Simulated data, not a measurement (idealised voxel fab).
process module | voxel trench capacitor
Square cell edge 5 nm, section width 285 nm, ID cut.
Bands, listed from the top down, are how a cross-section gets written in this document; the cross-section itself is a grid of square cells, and a band is one or more rows of them.
Band entry format. Leading values: height of top, height of bottom, nm. Remainder: materials in left-to-right order, each with its width in nm. Special words: "throughout" on a single material, which then fills the band edge to edge; "empty", empty space.
Height 0 is the level under which the wafer as received is all one material. The lowest band goes on downwards, as in "0 and below".
You'd read "30..40" like this: the band's top row of cells is as wide as the first number, its bottom row is as wide as the second, and going down, every row changes width by the same amount as the row before did.
"nothing altered" after a step means that no cell of the cross-section changed.
Closed empty spaces (no open way to the top) of 8 cells or more are what "Listed closed voids" lists, each as width x height at distance from the left edge, nm for all three.
Post-settings text on a step line: simulator's own remark regarding the step.
For masked steps, "overlay nm" on the step line gives how far right of plan the mask actually lay; a minus sign means it lay to the left.

-- The steps planned for the process are as follows
step 1: RECEIVE [material Si]
step 2: CONFORMAL_DEP [material SiN] [thk nm 5]
step 3: DIRECTIONAL_DEP [material aC] [thk nm 10]
step 4: PATTERN [tone open] [mask id TRENCH] [material resist] [width nm 30] [pitch nm 60] [thk nm 25] [overlay nm -15]
step 5: DIRECTIONAL_ETCH [etch materials aC] [depth nm 10]
step 6: STRIP [etch materials resist]
step 7: DIRECTIONAL_ETCH [etch materials SiN] [depth nm 5]
step 8: DIRECTIONAL_ETCH [etch materials Si] [depth nm 30]
step 9: STRIP [etch materials aC]
step 10: CONFORMAL_DEP [material HfO2] [thk nm 5]
step 11: CONFORMAL_DEP [material TiN] [thk nm 5]
step 12: FILL_DEP [material W] [thk nm 10]
step 13: CMP [height nm 5]
Among the wafers covered here, the point of difference is the overlay nm at step 4; their starting state is shared, and the plan presents the value of the first wafer.

-- Here's the first of the wafers in cross-section, just as we got it, i.e. after step 1
* 0 and below = Si throughout
* Listed closed voids: none

-- Where each wafer stands at the end of the module, a row apiece: cells of each material gained (+) or lost (-) since it was received, then closed voids
overlay nm -15, +72 HfO2, -144 Si, +33 SiN, +56 TiN, +40 W, Listed closed voids: none
overlay nm -10, +72 HfO2, -144 Si, +33 SiN, +56 TiN, +40 W, Listed closed voids: none
overlay nm -5, +72 HfO2, -144 Si, +33 SiN, +56 TiN, +40 W, Listed closed voids: none
overlay nm 0, +72 HfO2, -144 Si, +33 SiN, +56 TiN, +40 W, Listed closed voids: none
overlay nm 5, +72 HfO2, -144 Si, +33 SiN, +56 TiN, +40 W, Listed closed voids: none
overlay nm 10, +72 HfO2, -144 Si, +33 SiN, +56 TiN, +40 W, Listed closed voids: none
overlay nm 15, +72 HfO2, -144 Si, +33 SiN, +56 TiN, +40 W, Listed closed voids: none
